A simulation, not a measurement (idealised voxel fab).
process module | voxel spacer lines
cross-section cut | 280 nm wide | cells 5 nm
A cross-section is a grid of square cells, given in bands from the top down. A band is one or more rows of cells.
Each band's line starts with the height of the band's top and of its bottom, in nm. Then come its materials from left to right, each with its width in nm. One material with "throughout" fills the band from edge to edge. "air" is empty space.
Height 0 is the level under which the wafer as received is all one material. The lowest band goes on downwards, as in "0 down".
A width such as "30 to 40" changes by the same amount from each row of cells to the next, from the band's top row to its bottom row.
"no change" after a step means that no cell of the cross-section changed.
closed voids: empty space of 8 cells or more with no open way to the top, each as width x height at its distance from the left edge, in nm
after a step's settings: what the simulator itself notes on the step
overlay nm, on a step with a mask: how far to the right of its planned place the mask lay; to the left if negative
plan
1 op RECEIVE | material Si
2 op CONFORMAL_DEP | material Al2O3 | thk nm 10
3 op DIRECTIONAL_DEP | material polySi | thk nm 10
4 op DIRECTIONAL_DEP | material aC | thk nm 30
5 op PATTERN | tone cover | mask id MANDREL | material resist | width nm 15 | pitch nm 60 | thk nm 40 | overlay nm 0
6 op DIRECTIONAL_ETCH | etch materials aC | depth nm 30
7 op STRIP | etch materials resist
8 op CONFORMAL_DEP | material SiN | thk nm 15
9 op DIRECTIONAL_ETCH | etch materials SiN | depth nm 15
10 op STRIP | etch materials aC
11 op DIRECTIONAL_ETCH | etch materials polySi | depth nm 10
12 op STRIP | etch materials SiN
varied across the wafers: width nm of step 5. The plan shows the first wafer's value. All wafers start alike
first wafer as received, after step 1
  0 down: Si throughout
  closed voids: none
first wafer at the end, after step 12
  20 to 10: air 85 | polySi 15 | air 15 | polySi 15 | air 15 | polySi 15 | air 15 | polySi 15 | air 90
  10 to 0: Al2O3 throughout
  0 down: Si throughout
  closed voids: none
last wafer at the end
  20 to 10: air 80 | polySi 15 | air 30 | polySi 30 | air 30 | polySi 15 | air 80
  10 to 0: Al2O3 throughout
  0 down: Si throughout
  closed voids: none
each wafer at the end: cells of each material gained (+) or lost (-) since it was received, then its closed voids
width nm 15 | +112 Al2O3 | +24 polySi | closed voids: none
width nm 20 | +112 Al2O3 | +24 polySi | closed voids: none
width nm 25 | +112 Al2O3 | +24 polySi | closed voids: none
width nm 30 | +112 Al2O3 | +24 polySi | closed voids: none
